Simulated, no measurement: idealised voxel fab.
A process module follows: voxel self aligned vias.
Pictured: cross-section cut, 155 nm wide, on a grid of 5 nm square cells.
Reading order for cross-sections: top band down to bottom band. Underlying form: a grid of square cells. Band size: one or more rows of cells.
The band entry comprises the height of the band's top followed by the height of its bottom, expressed in nm, and subsequently the band's materials from left to right, each stated together with its width in nm. Where a single material is marked with the word "edge to edge", that material fills the band from edge to edge. The word "air" represents empty space.
We count height from 0. Below that, the starting wafer is all one material. The lowest band never ends at the bottom but goes on down; see "z 0 and below" for how that is written.
With a width like "30 to 40", each row of cells in the band differs from the next by the same amount, the top row carrying the first number and the bottom row the second.
Any step labelled "nothing altered" changed none of the cells in the cross-section.
"Enclosed internal cavities" lists enclosed empty spaces (at least 8 cells, no open path upward to the top), each as width x height at distance from the left edge, in nm.
Past the settings on a step's line: simulator remark, on that step.
You can add "overlay nm" to a step's line. For a step with a mask, it describes how far the mask lay to the right of its planned position, and a negative number describes a lay to the left.

## The steps planned for the process are as follows
1. RECEIVE,material Si
2. CONFORMAL_DEP,material SiO2,thk nm 15
3. CONFORMAL_DEP,material SiCN,thk nm 5
4. DIRECTIONAL_DEP,material SiO2,thk nm 20
5. DIRECTIONAL_DEP,material aC,thk nm 15
6. PATTERN,tone open,mask id LINES,material resist,width nm 20,pitch nm 70,thk nm 30,overlay nm 0
7. DIRECTIONAL_ETCH,etch materials aC,depth nm 15
8. STRIP,etch materials resist
9. DIRECTIONAL_ETCH,etch materials SiO2,depth nm 20
10. STRIP,etch materials aC
11. CONFORMAL_DEP,material TiN,thk nm 5
12. FILL_DEP,material W,thk nm 10
13. CMP,height nm 40
14. SELECTIVE_ETCH,etch materials W Ru TiN,depth nm 5
15. FILL_DEP,material SiN,thk nm 10
16. CMP,height nm 40
17. DIRECTIONAL_DEP,material SiO2,thk nm 20
18. DIRECTIONAL_DEP,material aC,thk nm 10
19. PATTERN,tone open,mask id VIAS,material resist,width nm 40,thk nm 30,overlay nm 0
20. DIRECTIONAL_ETCH,etch materials aC,depth nm 10
21. STRIP,etch materials resist
22. DIRECTIONAL_ETCH,etch materials SiO2,depth nm 20
23. DIRECTIONAL_ETCH,etch materials SiN,depth nm 5
24. STRIP,etch materials aC
25. CONFORMAL_DEP,material TiN,thk nm 5
26. FILL_DEP,material Cu,thk nm 5
27. CMP,height nm 60
28. CONFORMAL_DEP,material SiN,thk nm 5

## What follows covers the first of two wafers; it ran as planned

## Cross-section: wafer on arrival = after step 1
z 0 and below = Si edge to edge
Enclosed internal cavities: none

## Wafer section view after processing step 2
z 15 to 0 = SiO2 edge to edge
Under the height 0 nothing was changed.

## Wafer section view after processing step 3
z 20 to 15 = SiCN edge to edge
Under the height 15 nothing was changed.

## Wafer section view after processing step 4
z 40 to 20 = SiO2 edge to edge
Under the height 20 nothing was changed.

## Wafer section view after processing step 5
z 55 to 40 = aC edge to edge
Under the height 40 nothing was changed.

## Wafer section view after processing step 6
z 85 to 55 = resist (30), then air (20), then resist (50), then air (20), then resist (35)
Under the height 55 nothing was changed.

## Wafer section view after processing step 7
z 70 to 55 = resist (30), then air (20), then resist (50), then air (20), then resist (35)
z 55 to 40 = aC (30), then air (20), then aC (50), then air (20), then aC (35)
Under the height 40 nothing was changed.

## Wafer section view after processing step 8
z 55 to 40 = aC (30), then air (20), then aC (50), then air (20), then aC (35)
Under the height 40 nothing was changed.

## Wafer section view after processing step 9
z 55 to 40 = aC (30), then air (20), then aC (50), then air (20), then aC (35)
z 40 to 20 = SiO2 (30), then air (20), then SiO2 (50), then air (20), then SiO2 (35)
Under the height 20 nothing was changed.

## Wafer section view after processing step 10
z 40 to 20 = SiO2 (30), then air (20), then SiO2 (50), then air (20), then SiO2 (35)
Under the height 20 nothing was changed.

## Wafer section view after processing step 11
z 45 to 40 = TiN (35), then air (10), then TiN (60), then air (10), then TiN (40)
z 40 to 25 = SiO2 (30), then TiN (5), then air (10), then TiN (5), then SiO2 (50), then TiN (5), then air (10), then TiN (5), then SiO2 (35)
z 25 to 20 = SiO2 (30), then TiN (20), then SiO2 (50), then TiN (20), then SiO2 (35)
Under the height 20 nothing was changed.

## Wafer section view after processing step 12
z 55 to 45 = W edge to edge
z 45 to 40 = TiN (35), then W (10), then TiN (60), then W (10), then TiN (40)
z 40 to 25 = SiO2 (30), then TiN (5), then W (10), then TiN (5), then SiO2 (50), then TiN (5), then W (10), then TiN (5), then SiO2 (35)
Under the height 25 nothing was changed.

## Wafer section view after processing step 13
z 40 to 25 = SiO2 (30), then TiN (5), then W (10), then TiN (5), then SiO2 (50), then TiN (5), then W (10), then TiN (5), then SiO2 (35)
Under the height 25 nothing was changed.

## Wafer section view after processing step 14
z 40 to 35 = SiO2 (30), then air (20), then SiO2 (50), then air (20), then SiO2 (35)
Under the height 35 nothing was changed.

## Wafer section view after processing step 15
z 50 to 40 = SiN edge to edge
z 40 to 35 = SiO2 (30), then SiN (20), then SiO2 (50), then SiN (20), then SiO2 (35)
Under the height 35 nothing was changed.

## Wafer section view after processing step 16
z 40 to 35 = SiO2 (30), then SiN (20), then SiO2 (50), then SiN (20), then SiO2 (35)
Under the height 35 nothing was changed.

## Wafer section view after processing step 17
z 60 to 40 = SiO2 edge to edge
Under the height 40 nothing was changed.

## Wafer section view after processing step 18
z 70 to 60 = aC edge to edge
Under the height 60 nothing was changed.

## Wafer section view after processing step 19
z 100 to 70 = resist (20), then air (40), then resist (95)
Under the height 70 nothing was changed.

## Wafer section view after processing step 20
z 90 to 70 = resist (20), then air (40), then resist (95)
z 70 to 60 = aC (20), then air (40), then aC (95)
Under the height 60 nothing was changed.

## Wafer section view after processing step 21
z 70 to 60 = aC (20), then air (40), then aC (95)
Under the height 60 nothing was changed.

## Wafer section view after processing step 22
z 70 to 60 = aC (20), then air (40), then aC (95)
z 60 to 40 = SiO2 (20), then air (40), then SiO2 (95)
Under the height 40 nothing was changed.

## Wafer section view after processing step 23
z 70 to 60 = aC (20), then air (40), then aC (95)
z 60 to 40 = SiO2 (20), then air (40), then SiO2 (95)
z 40 to 35 = SiO2 (30), then air (20), then SiO2 (50), then SiN (20), then SiO2 (35)
Under the height 35 nothing was changed.

## Wafer section view after processing step 24
z 60 to 40 = SiO2 (20), then air (40), then SiO2 (95)
Under the height 40 nothing was changed.

## Wafer section view after processing step 25
z 65 to 60 = TiN (25), then air (30), then TiN (100)
z 60 to 45 = SiO2 (20), then TiN (5), then air (30), then TiN (5), then SiO2 (95)
z 45 to 40 = SiO2 (20), then TiN (15), then air (10), then TiN (15), then SiO2 (95)
z 40 to 35 = SiO2 (30), then TiN (20), then SiO2 (50), then SiN (20), then SiO2 (35)
Under the height 35 nothing was changed.

## Wafer section view after processing step 26
z 70 to 65 = Cu edge to edge
z 65 to 60 = TiN (25), then Cu (30), then TiN (100)
z 60 to 45 = SiO2 (20), then TiN (5), then Cu (30), then TiN (5), then SiO2 (95)
z 45 to 40 = SiO2 (20), then TiN (15), then Cu (10), then TiN (15), then SiO2 (95)
Under the height 40 nothing was changed.

## Wafer section view after processing step 27
z 60 to 45 = SiO2 (20), then TiN (5), then Cu (30), then TiN (5), then SiO2 (95)
Under the height 45 nothing was changed.

## Wafer section view after processing step 28
z 65 to 60 = SiN edge to edge
Under the height 60 nothing was changed.

## Wafer two. Same start, same plan, one slip in execution. Same as wafer one through step 1, inclusive

## Cross-sectional view of the second wafer at the intended end time of process step 2
z 30 to 0 = SiO2 edge to edge
Under the height 0 nothing was changed.

## Cross-sectional view of the second wafer at the intended end time of process step 3
z 35 to 30 = SiCN edge to edge
Under the height 30 nothing was changed.

## Cross-sectional view of the second wafer at the intended end time of process step 4
z 55 to 35 = SiO2 edge to edge
Under the height 35 nothing was changed.

## Cross-sectional view of the second wafer at the intended end time of process step 5
z 70 to 55 = aC edge to edge
Under the height 55 nothing was changed.

## Cross-sectional view of the second wafer at the intended end time of process step 6
z 100 to 70 = resist (30), then air (20), then resist (50), then air (20), then resist (35)
Under the height 70 nothing was changed.

## Cross-sectional view of the second wafer at the intended end time of process step 7
z 85 to 70 = resist (30), then air (20), then resist (50), then air (20), then resist (35)
z 70 to 55 = aC (30), then air (20), then aC (50), then air (20), then aC (35)
Under the height 55 nothing was changed.

## Cross-sectional view of the second wafer at the intended end time of process step 8
z 70 to 55 = aC (30), then air (20), then aC (50), then air (20), then aC (35)
Under the height 55 nothing was changed.

## Cross-sectional view of the second wafer at the intended end time of process step 9
z 70 to 55 = aC (30), then air (20), then aC (50), then air (20), then aC (35)
z 55 to 35 = SiO2 (30), then air (20), then SiO2 (50), then air (20), then SiO2 (35)
Under the height 35 nothing was changed.

## Cross-sectional view of the second wafer at the intended end time of process step 10
z 55 to 35 = SiO2 (30), then air (20), then SiO2 (50), then air (20), then SiO2 (35)
Under the height 35 nothing was changed.

## Cross-sectional view of the second wafer at the intended end time of process step 11
z 60 to 55 = TiN (35), then air (10), then TiN (60), then air (10), then TiN (40)
z 55 to 40 = SiO2 (30), then TiN (5), then air (10), then TiN (5), then SiO2 (50), then TiN (5), then air (10), then TiN (5), then SiO2 (35)
z 40 to 35 = SiO2 (30), then TiN (20), then SiO2 (50), then TiN (20), then SiO2 (35)
Under the height 35 nothing was changed.

## Cross-sectional view of the second wafer at the intended end time of process step 12
z 70 to 60 = W edge to edge
z 60 to 55 = TiN (35), then W (10), then TiN (60), then W (10), then TiN (40)
z 55 to 40 = SiO2 (30), then TiN (5), then W (10), then TiN (5), then SiO2 (50), then TiN (5), then W (10), then TiN (5), then SiO2 (35)
Under the height 40 nothing was changed.

## Cross-sectional view of the second wafer at the intended end time of process step 13
z 40 to 35 = SiO2 (30), then TiN (20), then SiO2 (50), then TiN (20), then SiO2 (35)
Under the height 35 nothing was changed.

## Cross-sectional view of the second wafer at the intended end time of process step 14
z 40 to 35 = SiO2 (30), then air (20), then SiO2 (50), then air (20), then SiO2 (35)
Under the height 35 nothing was changed.

## Cross-sectional view of the second wafer at the intended end time of process step 15
z 50 to 40 = SiN edge to edge
z 40 to 35 = SiO2 (30), then SiN (20), then SiO2 (50), then SiN (20), then SiO2 (35)
Under the height 35 nothing was changed.

## Cross-sectional view of the second wafer at the intended end time of process step 16
z 40 to 35 = SiO2 (30), then SiN (20), then SiO2 (50), then SiN (20), then SiO2 (35)
Under the height 35 nothing was changed.

## Cross-sectional view of the second wafer at the intended end time of process step 17
z 60 to 40 = SiO2 edge to edge
Under the height 40 nothing was changed.

## Cross-sectional view of the second wafer at the intended end time of process step 18
z 70 to 60 = aC edge to edge
Under the height 60 nothing was changed.

## Cross-sectional view of the second wafer at the intended end time of process step 19
z 100 to 70 = resist (20), then air (40), then resist (95)
Under the height 70 nothing was changed.

## Cross-sectional view of the second wafer at the intended end time of process step 20
z 90 to 70 = resist (20), then air (40), then resist (95)
z 70 to 60 = aC (20), then air (40), then aC (95)
Under the height 60 nothing was changed.

## Cross-sectional view of the second wafer at the intended end time of process step 21
z 70 to 60 = aC (20), then air (40), then aC (95)
Under the height 60 nothing was changed.

## Cross-sectional view of the second wafer at the intended end time of process step 22
z 70 to 60 = aC (20), then air (40), then aC (95)
z 60 to 40 = SiO2 (20), then air (40), then SiO2 (95)
Under the height 40 nothing was changed.

## Cross-sectional view of the second wafer at the intended end time of process step 23
z 70 to 60 = aC (20), then air (40), then aC (95)
z 60 to 40 = SiO2 (20), then air (40), then SiO2 (95)
z 40 to 35 = SiO2 (30), then air (20), then SiO2 (50), then SiN (20), then SiO2 (35)
Under the height 35 nothing was changed.

## Cross-sectional view of the second wafer at the intended end time of process step 24
z 60 to 40 = SiO2 (20), then air (40), then SiO2 (95)
Under the height 40 nothing was changed.

## Cross-sectional view of the second wafer at the intended end time of process step 25
z 65 to 60 = TiN (25), then air (30), then TiN (100)
z 60 to 45 = SiO2 (20), then TiN (5), then air (30), then TiN (5), then SiO2 (95)
z 45 to 40 = SiO2 (20), then TiN (15), then air (10), then TiN (15), then SiO2 (95)
z 40 to 35 = SiO2 (30), then TiN (20), then SiO2 (50), then SiN (20), then SiO2 (35)
Under the height 35 nothing was changed.

## Cross-sectional view of the second wafer at the intended end time of process step 26
z 70 to 65 = Cu edge to edge
z 65 to 60 = TiN (25), then Cu (30), then TiN (100)
z 60 to 45 = SiO2 (20), then TiN (5), then Cu (30), then TiN (5), then SiO2 (95)
z 45 to 40 = SiO2 (20), then TiN (15), then Cu (10), then TiN (15), then SiO2 (95)
Under the height 40 nothing was changed.

## Cross-sectional view of the second wafer at the intended end time of process step 27
z 60 to 45 = SiO2 (20), then TiN (5), then Cu (30), then TiN (5), then SiO2 (95)
Under the height 45 nothing was changed.

## Cross-sectional view of the second wafer at the intended end time of process step 28
z 65 to 60 = SiN edge to edge
Under the height 60 nothing was changed.
What was the processing mistake? plan step 2 was twice executed
End of process, cell counts, second wafer against first, materials with more or fewer: SiO2 +24 | TiN -16 | W -8
